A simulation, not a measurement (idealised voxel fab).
The following process module bears the name voxel ribs on slabs.
195 nm wide, 5 nm square cells: that's cross-section cut.
Cross-section layout: square cells on a grid; listed as bands, top to bottom; a band spans one or more cell rows.
In this notation a band is specified by the heights of its top and bottom, in that order and in nm, after which its materials appear from left to right, each paired with its width in nm. The word "all across" attached to a single material means that material fills the band from edge to edge; the word "blank" stands for empty space.
Basically, 0 is our baseline, since under it the wafer straight out of the box is all one material. The bottom band has no lower end and keeps on going down, so it looks like "z 0 and below".
Width spec "30..40" -> top row of cells at first value, bottom row at second value, equal per-row change in between.
"remained unchanged" for a step: no cell of the cross-section changed in that step.
"Enclosed voids": empty spaces of 8 cells or more with no open way to the top, each given as width x height at distance, distance from the left edge, all in nm.
Read whatever lies past the settings on a step's line as the simulator's own remark about the step.
When a step includes a mask, the "overlay nm" setting on its line states how far to the right of its planned place that mask lay, and negative values state how far to the left.

## Steps in the process plan
1. RECEIVE with material Si
2. DIRECTIONAL_DEP with material SiO2, thk nm 25
3. DIRECTIONAL_DEP with material polySi, thk nm 15
4. DIRECTIONAL_DEP with material aC, thk nm 15
5. PATTERN with tone cover, mask id RIB, material resist, width nm 15, thk nm 35, overlay nm 0
6. DIRECTIONAL_ETCH with etch materials aC, depth nm 15
7. STRIP with etch materials resist
8. DIRECTIONAL_ETCH with etch materials polySi, depth nm 10
9. STRIP with etch materials aC
10. MASKED_ETCH with tone cover, mask id SLAB, width nm 45, etch materials polySi, depth nm 5, overlay nm 0
11. FILL_DEP with material SiO2, thk nm 20
12. CMP with height nm 50
13. DIRECTIONAL_DEP with material W, thk nm 5
14. PATTERN with tone cover, mask id HEATER, material resist, width nm 25, thk nm 15, overlay nm 0
15. DIRECTIONAL_ETCH with etch materials W, depth nm 5
16. STRIP with etch materials resist
17. CONFORMAL_DEP with material SiN, thk nm 5

## Cross-section of the wafer upon arrival, representing the state reached after step 1
z 0 and below  Si all across
Enclosed voids: none

## The plan above was carried out on the starting structure above with one mistake, and this cross-section shows the wafer at the end of the module
z 60 to 55  blank 80 nm, then SiN 35 nm, then blank 80 nm
z 55 to 50  SiN 85 nm, then W 25 nm, then SiN 85 nm
z 50 to 40  SiO2 90..75 nm, then polySi 15..45 nm, then SiO2 90..75 nm
z 40 to 25  polySi all across
z 25 to 0  SiO2 all across
z 0 and below  Si all across
Enclosed voids: none
Which mistake was made when the wafer was run? yeah, plan step 3 got run twice
